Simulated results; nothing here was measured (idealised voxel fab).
This section sets out a process module, namely voxel capacitor over wiring.
Pictured: cross-section cut, 245 nm wide, on a grid of 5 nm square cells.
The cross-sections in this document take the form of a grid made of square cells. They are written out as bands, in order from top to bottom. Each band consists of one or more rows of cells. First you get the band's top height and its bottom height, in nm, and then the materials it's made of, left to right, with each width in nm. If you see a single material with "throughout", that one covers the band edge to edge. "blank" is empty space. Counting heights begins at 0, where everything beneath is, in the wafer as received, one material. The lowest band has no bottom; it goes on downwards, as "0 -> down" shows. You'd read "30 to 40" like this: the band's top row of cells is as wide as the first number, its bottom row is as wide as the second, and going down, every row changes width by the same amount as the row before did. "nothing was modified" -> step changed no cross-section cell. Basically, "Enclosed cavities" tells you about the enclosed voids: empty spaces with no open way to the top, 8 cells or bigger, each written width x height at distance, where distance is from the left edge, all in nm. Past the settings on a step's line: simulator remark, on that step. When a step includes a mask, the "overlay nm" setting on its line states how far to the right of its planned place that mask lay, and negative values state how far to the left.
Listed below are the process steps as planned:
1. RECEIVE,material Si
2. CONFORMAL_DEP,material SiO2,thk nm 15
3. DIRECTIONAL_DEP,material TiN,thk nm 5
4. DIRECTIONAL_DEP,material W,thk nm 25
5. DIRECTIONAL_DEP,material aC,thk nm 10
6. PATTERN,tone cover,mask id METAL_1,material resist,width nm 25,pitch nm 80,thk nm 30,overlay nm 0
7. DIRECTIONAL_ETCH,etch materials aC,depth nm 10
8. STRIP,etch materials resist
9. DIRECTIONAL_ETCH,etch materials W,depth nm 25
10. DIRECTIONAL_ETCH,etch materials TiN,depth nm 5
11. STRIP,etch materials aC
12. CONFORMAL_DEP,material SiCN,thk nm 5
13. FILL_DEP,material lowk,thk nm 10
14. CMP,height nm 45
15. CONFORMAL_DEP,material SiCN,thk nm 5
16. DIRECTIONAL_DEP,material lowk,thk nm 10
17. DIRECTIONAL_DEP,material aC,thk nm 10
18. PATTERN,tone open,mask id PLUG_1,material resist,width nm 15,thk nm 30,overlay nm 0
19. DIRECTIONAL_ETCH,etch materials aC,depth nm 10
20. STRIP,etch materials resist
21. DIRECTIONAL_ETCH,etch materials lowk,depth nm 10
22. DIRECTIONAL_ETCH,etch materials SiCN,depth nm 5
23. STRIP,etch materials aC
24. CONFORMAL_DEP,material TiN,thk nm 5
25. FILL_DEP,material Cu,thk nm 5
26. CMP,height nm 60
27. DIRECTIONAL_DEP,material TiN,thk nm 5
28. DIRECTIONAL_DEP,material SiN,thk nm 5
29. DIRECTIONAL_DEP,material TiN,thk nm 5
30. DIRECTIONAL_DEP,material aC,thk nm 10
31. PATTERN,tone cover,mask id UPPER_PLATE,material resist,width nm 60,thk nm 30,overlay nm 0
32. DIRECTIONAL_ETCH,etch materials aC,depth nm 10
33. STRIP,etch materials resist
34. DIRECTIONAL_ETCH,etch materials TiN,depth nm 5
35. DIRECTIONAL_ETCH,etch materials SiN,depth nm 5
36. STRIP,etch materials aC
37. PATTERN,tone cover,mask id LOWER_PLATE,material resist,width nm 70,thk nm 20,overlay nm 0
38. DIRECTIONAL_ETCH,etch materials TiN,depth nm 5
39. STRIP,etch materials resist
40. FILL_DEP,material SiO2,thk nm 20
41. CMP,height nm 90
42. MASKED_ETCH,tone open,mask id PLUG_2,width nm 15,etch materials SiO2,depth nm 15,overlay nm 0
43. CONFORMAL_DEP,material TiN,thk nm 5
44. FILL_DEP,material Cu,thk nm 10
45. CMP,height nm 90
46. CONFORMAL_DEP,material SiN,thk nm 5
Account of the first of two wafers, which was processed as intended:
As-received wafer cross-section (after step 1):
- 0 -> down = Si throughout
- Enclosed cavities: none
Wafer section view after processing step 2:
- 15 -> 0 = SiO2 throughout
- All layers under 0 are left as they were.
Wafer section view after processing step 3:
- 20 -> 15 = TiN throughout
- All layers under 15 are left as they were.
Wafer section view after processing step 4:
- 45 -> 20 = W throughout
- All layers under 20 are left as they were.
Wafer section view after processing step 5:
- 55 -> 45 = aC throughout
- All layers under 45 are left as they were.
Wafer section view after processing step 6:
- 85 -> 55 = blank (70)  resist (25)  blank (55)  resist (25)  blank (70)
- All layers under 55 are left as they were.
Wafer section view after processing step 7:
- 75 -> 55 = blank (70)  resist (25)  blank (55)  resist (25)  blank (70)
- 55 -> 45 = blank (70)  aC (25)  blank (55)  aC (25)  blank (70)
- All layers under 45 are left as they were.
Wafer section view after processing step 8:
- 55 -> 45 = blank (70)  aC (25)  blank (55)  aC (25)  blank (70)
- All layers under 45 are left as they were.
Wafer section view after processing step 9:
- 55 -> 45 = blank (70)  aC (25)  blank (55)  aC (25)  blank (70)
- 45 -> 20 = blank (70)  W (25)  blank (55)  W (25)  blank (70)
- All layers under 20 are left as they were.
Wafer section view after processing step 10:
- 55 -> 45 = blank (70)  aC (25)  blank (55)  aC (25)  blank (70)
- 45 -> 20 = blank (70)  W (25)  blank (55)  W (25)  blank (70)
- 20 -> 15 = blank (70)  TiN (25)  blank (55)  TiN (25)  blank (70)
- All layers under 15 are left as they were.
Wafer section view after processing step 11:
- 45 -> 20 = blank (70)  W (25)  blank (55)  W (25)  blank (70)
- All layers under 20 are left as they were.
Wafer section view after processing step 12:
- 50 -> 45 = blank (65)  SiCN (35)  blank (45)  SiCN (35)  blank (65)
- 45 -> 20 = blank (65)  SiCN (5)  W (25)  SiCN (5)  blank (45)  SiCN (5)  W (25)  SiCN (5)  blank (65)
- 20 -> 15 = SiCN (70)  TiN (25)  SiCN (55)  TiN (25)  SiCN (70)
- All layers under 15 are left as they were.
Wafer section view after processing step 13:
- 60 -> 50 = lowk throughout
- 50 -> 45 = lowk (65)  SiCN (35)  lowk (45)  SiCN (35)  lowk (65)
- 45 -> 20 = lowk (65)  SiCN (5)  W (25)  SiCN (5)  lowk (45)  SiCN (5)  W (25)  SiCN (5)  lowk (65)
- All layers under 20 are left as they were.
Wafer section view after processing step 14:
- 45 -> 20 = lowk (65)  SiCN (5)  W (25)  SiCN (5)  lowk (45)  SiCN (5)  W (25)  SiCN (5)  lowk (65)
- All layers under 20 are left as they were.
Wafer section view after processing step 15:
- 50 -> 45 = SiCN throughout
- All layers under 45 are left as they were.
Wafer section view after processing step 16:
- 60 -> 50 = lowk throughout
- All layers under 50 are left as they were.
Wafer section view after processing step 17:
- 70 -> 60 = aC throughout
- All layers under 60 are left as they were.
Wafer section view after processing step 18:
- 100 -> 70 = resist (80)  blank (15)  resist (150)
- All layers under 70 are left as they were.
Wafer section view after processing step 19:
- 90 -> 70 = resist (80)  blank (15)  resist (150)
- 70 -> 60 = aC (80)  blank (15)  aC (150)
- All layers under 60 are left as they were.
Wafer section view after processing step 20:
- 70 -> 60 = aC (80)  blank (15)  aC (150)
- All layers under 60 are left as they were.
Wafer section view after processing step 21:
- 70 -> 60 = aC (80)  blank (15)  aC (150)
- 60 -> 50 = lowk (80)  blank (15)  lowk (150)
- All layers under 50 are left as they were.
Wafer section view after processing step 22:
- 70 -> 60 = aC (80)  blank (15)  aC (150)
- 60 -> 50 = lowk (80)  blank (15)  lowk (150)
- 50 -> 45 = SiCN (80)  blank (15)  SiCN (150)
- All layers under 45 are left as they were.
Wafer section view after processing step 23:
- 60 -> 50 = lowk (80)  blank (15)  lowk (150)
- All layers under 50 are left as they were.
Wafer section view after processing step 24:
- 65 -> 60 = TiN (85)  blank (5)  TiN (155)
- 60 -> 50 = lowk (80)  TiN (5)  blank (5)  TiN (5)  lowk (150)
- 50 -> 45 = SiCN (80)  TiN (15)  SiCN (150)
- All layers under 45 are left as they were.
Wafer section view after processing step 25:
- 70 -> 65 = Cu throughout
- 65 -> 60 = TiN (85)  Cu (5)  TiN (155)
- 60 -> 50 = lowk (80)  TiN (5)  Cu (5)  TiN (5)  lowk (150)
- All layers under 50 are left as they were.
Wafer section view after processing step 26:
- 60 -> 50 = lowk (80)  TiN (5)  Cu (5)  TiN (5)  lowk (150)
- All layers under 50 are left as they were.
Wafer section view after processing step 27:
- 65 -> 60 = TiN throughout
- All layers under 60 are left as they were.
Wafer section view after processing step 28:
- 70 -> 65 = SiN throughout
- All layers under 65 are left as they were.
Wafer section view after processing step 29:
- 75 -> 70 = TiN throughout
- All layers under 70 are left as they were.
Wafer section view after processing step 30:
- 85 -> 75 = aC throughout
- All layers under 75 are left as they were.
Wafer section view after processing step 31:
- 115 -> 85 = blank (80)  resist (60)  blank (105)
- All layers under 85 are left as they were.
Wafer section view after processing step 32:
- 105 -> 85 = blank (80)  resist (60)  blank (105)
- 85 -> 75 = blank (80)  aC (60)  blank (105)
- All layers under 75 are left as they were.
Wafer section view after processing step 33:
- 85 -> 75 = blank (80)  aC (60)  blank (105)
- All layers under 75 are left as they were.
Wafer section view after processing step 34:
- 85 -> 75 = blank (80)  aC (60)  blank (105)
- 75 -> 70 = blank (80)  TiN (60)  blank (105)
- All layers under 70 are left as they were.
Wafer section view after processing step 35:
- 85 -> 75 = blank (80)  aC (60)  blank (105)
- 75 -> 70 = blank (80)  TiN (60)  blank (105)
- 70 -> 65 = blank (80)  SiN (60)  blank (105)
- All layers under 65 are left as they were.
Wafer section view after processing step 36:
- 75 -> 70 = blank (80)  TiN (60)  blank (105)
- All layers under 70 are left as they were.
Wafer section view after processing step 37:
- 95 -> 75 = blank (75)  resist (70)  blank (100)
- 75 -> 70 = blank (75)  resist (5)  TiN (60)  resist (5)  blank (100)
- 70 -> 65 = blank (75)  resist (5)  SiN (60)  resist (5)  blank (100)
- All layers under 65 are left as they were.
Wafer section view after processing step 38:
- 95 -> 75 = blank (75)  resist (70)  blank (100)
- 75 -> 70 = blank (75)  resist (5)  TiN (60)  resist (5)  blank (100)
- 70 -> 65 = blank (75)  resist (5)  SiN (60)  resist (5)  blank (100)
- 65 -> 60 = blank (75)  TiN (70)  blank (100)
- All layers under 60 are left as they were.
Wafer section view after processing step 39:
- 75 -> 70 = blank (80)  TiN (60)  blank (105)
- 70 -> 65 = blank (80)  SiN (60)  blank (105)
- All layers under 65 are left as they were.
Wafer section view after processing step 40:
- 95 -> 75 = SiO2 throughout
- 75 -> 70 = SiO2 (80)  TiN (60)  SiO2 (105)
- 70 -> 65 = SiO2 (80)  SiN (60)  SiO2 (105)
- 65 -> 60 = SiO2 (75)  TiN (70)  SiO2 (100)
- All layers under 60 are left as they were.
Wafer section view after processing step 41:
- 90 -> 75 = SiO2 throughout
- All layers under 75 are left as they were.
Wafer section view after processing step 42:
- 90 -> 75 = SiO2 (90)  blank (15)  SiO2 (140)
- All layers under 75 are left as they were.
Wafer section view after processing step 43:
- 95 -> 90 = TiN (95)  blank (5)  TiN (145)
- 90 -> 80 = SiO2 (90)  TiN (5)  blank (5)  TiN (5)  SiO2 (140)
- 80 -> 70 = SiO2 (90 to 80)  TiN (15 to 60)  SiO2 (140 to 105)
- All layers under 70 are left as they were.
Wafer section view after processing step 44:
- 105 -> 95 = Cu throughout
- 95 -> 90 = TiN (95)  Cu (5)  TiN (145)
- 90 -> 80 = SiO2 (90)  TiN (5)  Cu (5)  TiN (5)  SiO2 (140)
- All layers under 80 are left as they were.
Wafer section view after processing step 45:
- 90 -> 80 = SiO2 (90)  TiN (5)  Cu (5)  TiN (5)  SiO2 (140)
- All layers under 80 are left as they were.
Wafer section view after processing step 46:
- 95 -> 90 = SiN throughout
- All layers under 90 are left as they were.
Second wafer: same start and same plan as the first, one execution error; identical to the first through step 36:
Here is the second wafer in cross-section at the point where step 37 of the plan should have been done:
- 95 -> 75 = resist (75)  blank (70)  resist (100)
- 75 -> 70 = resist (75)  blank (5)  TiN (60)  blank (5)  resist (100)
- 70 -> 65 = resist (75)  blank (5)  SiN (60)  blank (5)  resist (100)
- All layers under 65 are left as they were.
Here is the second wafer in cross-section at the point where step 38 of the plan should have been done:
- 95 -> 70 = resist (75)  blank (70)  resist (100)
- 70 -> 65 = resist (75)  blank (5)  SiN (60)  blank (5)  resist (100)
- 65 -> 60 = TiN (75)  blank (5)  TiN (60)  blank (5)  TiN (100)
- All layers under 60 are left as they were.
Here is the second wafer in cross-section at the point where step 39 of the plan should have been done:
- 70 -> 65 = blank (80)  SiN (60)  blank (105)
- All layers under 65 are left as they were.
Here is the second wafer in cross-section at the point where step 40 of the plan should have been done:
- 90 -> 70 = SiO2 throughout
- 70 -> 65 = SiO2 (80)  SiN (60)  SiO2 (105)
- 65 -> 60 = TiN (75)  SiO2 (5)  TiN (60)  SiO2 (5)  TiN (100)
- All layers under 60 are left as they were.
Here is the second wafer in cross-section at the point where step 41 of the plan should have been done: nothing was modified
Here is the second wafer in cross-section at the point where step 42 of the plan should have been done:
- 90 -> 75 = SiO2 (90)  blank (15)  SiO2 (140)
- All layers under 75 are left as they were.
Here is the second wafer in cross-section at the point where step 43 of the plan should have been done:
- 95 -> 90 = TiN (95)  blank (5)  TiN (145)
- 90 -> 80 = SiO2 (90)  TiN (5)  blank (5)  TiN (5)  SiO2 (140)
- 80 -> 75 = SiO2 (90)  TiN (15)  SiO2 (140)
- All layers under 75 are left as they were.
Here is the second wafer in cross-section at the point where step 44 of the plan should have been done:
- 105 -> 95 = Cu throughout
- 95 -> 90 = TiN (95)  Cu (5)  TiN (145)
- 90 -> 80 = SiO2 (90)  TiN (5)  Cu (5)  TiN (5)  SiO2 (140)
- All layers under 80 are left as they were.
Here is the second wafer in cross-section at the point where step 45 of the plan should have been done:
- 90 -> 80 = SiO2 (90)  TiN (5)  Cu (5)  TiN (5)  SiO2 (140)
- All layers under 80 are left as they were.
Here is the second wafer in cross-section at the point where step 46 of the plan should have been done:
- 95 -> 90 = SiN throughout
- All layers under 90 are left as they were.
Where did the run depart from the plan? step 37 changed vs plan, executed as PATTERN,tone open,mask id LOWER_PLATE,material resist,width nm 70,thk nm 20,overlay nm 0
FYI, end of process, the second wafer has more or fewer cells of some materials than the first: SiO2 -21 | TiN +21
